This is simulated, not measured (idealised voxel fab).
process module | voxel ribs on slabs
cross-section cut | 180 nm wide | cells 5 nm
A cross-section is a grid of square cells, given in bands from the top down. A band is one or more rows of cells.
Each band's line starts with the height of the band's top and of its bottom, in nm. Then come its materials from left to right, each with its width in nm. One material with "throughout" fills the band from edge to edge. "air" is empty space.
Height 0 is the level under which the wafer as received is all one material. The lowest band goes on downwards, as in "0 down".
A width such as "30 to 40" changes by the same amount from each row of cells to the next, from the band's top row to its bottom row.
"no change" after a step means that no cell of the cross-section changed.
closed voids: empty space of 8 cells or more with no open way to the top, each as width x height at its distance from the left edge, in nm
after a step's settings: what the simulator itself notes on the step
overlay nm, on a step with a mask: how far to the right of its planned place the mask lay; to the left if negative
plan
1 op RECEIVE | material Si
2 op DIRECTIONAL_DEP | material SiO2 | thk nm 25
3 op DIRECTIONAL_DEP | material polySi | thk nm 15
4 op DIRECTIONAL_DEP | material aC | thk nm 10
5 op PATTERN | tone cover | mask id RIB | material resist | width nm 20 | thk nm 30 | overlay nm 0
6 op DIRECTIONAL_ETCH | etch materials aC | depth nm 10
7 op STRIP | etch materials resist
8 op DIRECTIONAL_ETCH | etch materials polySi | depth nm 10
9 op STRIP | etch materials aC
10 op PATTERN | tone cover | mask id SLAB | material resist | width nm 70 | thk nm 15 | overlay nm 0
11 op DIRECTIONAL_ETCH | etch materials polySi | depth nm 5
12 op STRIP | etch materials resist
13 op FILL_DEP | material SiO2 | thk nm 25
14 op CMP | height nm 55
15 op DIRECTIONAL_DEP | material TiN | thk nm 10
16 op PATTERN | tone cover | mask id HEATER | material resist | width nm 30 | thk nm 15 | overlay nm 0
17 op DIRECTIONAL_ETCH | etch materials TiN | depth nm 10
18 op STRIP | etch materials resist
19 op CONFORMAL_DEP | material SiN | thk nm 5
as received, after step 1
  0 down: Si throughout
  closed voids: none
a wafer at the end: this start, this plan, one mistake
  70 to 65: air 75 | SiN 40 | air 65
  65 to 60: air 75 | SiN 5 | TiN 30 | SiN 5 | air 65
  60 to 55: SiN 80 | TiN 30 | SiN 70
  55 to 40: SiO2 throughout
  40 to 30: SiO2 80 | polySi 20 | SiO2 80
  30 to 25: SiO2 55 | polySi 70 | SiO2 55
  25 to 0: SiO2 throughout
  0 down: Si throughout
  closed voids: none
what went wrong: step 16 ran as: op PATTERN | tone cover | mask id HEATER | material resist | width nm 30 | thk nm 15 | overlay nm 5
